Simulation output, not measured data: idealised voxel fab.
process module | voxel local oxidation
cross-section cut | 145 nm wide | cells 5 nm
A cross-section is a grid of square cells, given in bands from the top down. A band is one or more rows of cells.
Each band's line starts with the height of the band's top and of its bottom, in nm. Then come its materials from left to right, each with its width in nm. One material with "throughout" fills the band from edge to edge. "air" is empty space.
Height 0 is the level under which the wafer as received is all one material. The lowest band goes on downwards, as in "0 down".
A width such as "30 to 40" changes by the same amount from each row of cells to the next, from the band's top row to its bottom row.
"no change" after a step means that no cell of the cross-section changed.
closed voids: empty space of 8 cells or more with no open way to the top, each as width x height at its distance from the left edge, in nm
after a step's settings: what the simulator itself notes on the step
overlay nm, on a step with a mask: how far to the right of its planned place the mask lay; to the left if negative
plan
1 op RECEIVE | material Si
2 op CONFORMAL_DEP | material SiO2 | thk nm 5
3 op CONFORMAL_DEP | material SiN | thk nm 10
4 op PATTERN | tone cover | mask id ACTIVE | material resist | width nm 115 | thk nm 20 | overlay nm 0
5 op DIRECTIONAL_ETCH | etch materials SiN | depth nm 10
6 op STRIP | etch materials resist
7 op SELECTIVE_ETCH | etch materials SiO2 | depth nm 5
8 op OXIDIZE | depth nm 10
9 op STRIP | etch materials SiN
first wafer, as planned
as received, after step 1
  0 down: Si throughout
  closed voids: none
after step 2
  5 to 0: SiO2 throughout
  below 0: unchanged
after step 3
  15 to 5: SiN throughout
  below 5: unchanged
after step 4
  35 to 15: air 15 | resist 115 | air 15
  below 15: unchanged
after step 5
  35 to 15: air 15 | resist 115 | air 15
  15 to 5: air 15 | SiN 115 | air 15
  below 5: unchanged
after step 6
  15 to 5: air 15 | SiN 115 | air 15
  below 5: unchanged
after step 7
  15 to 5: air 15 | SiN 115 | air 15
  5 to 0: air 20 | SiO2 105 | air 20
  below 0: unchanged
after step 8
  15 to 5: air 15 | SiN 115 | air 15
  5 to 0: air 20 | SiO2 105 | air 20
  0 to -10: SiO2 30 | Si 85 | SiO2 30
  below -10: unchanged
after step 9
  5 to 0: air 20 | SiO2 105 | air 20
  below 0: unchanged
second wafer: like start, like plan, one mistake. Through step 4 it matches the first wafer
when step 5 should have ended
  35 to 15: air 15 | resist 115 | air 15
  15 to 5: air 15 | SiN 115 | air 15
  below 5: unchanged
when step 6 should have ended
  15 to 5: air 15 | SiN 115 | air 15
  below 5: unchanged
when step 7 should have ended
  15 to 5: air 15 | SiN 115 | air 15
  5 to 0: air 20 | SiO2 105 | air 20
  below 0: unchanged
when step 8 should have ended
  15 to 5: air 15 | SiN 115 | air 15
  5 to 0: air 20 | SiO2 105 | air 20
  0 to -10: SiO2 30 | Si 85 | SiO2 30
  below -10: unchanged
when step 9 should have ended
  5 to 0: air 20 | SiO2 105 | air 20
  below 0: unchanged
what went wrong: step 5 was run twice
at the end the two cross-sections are the same: no effect in what this model computes
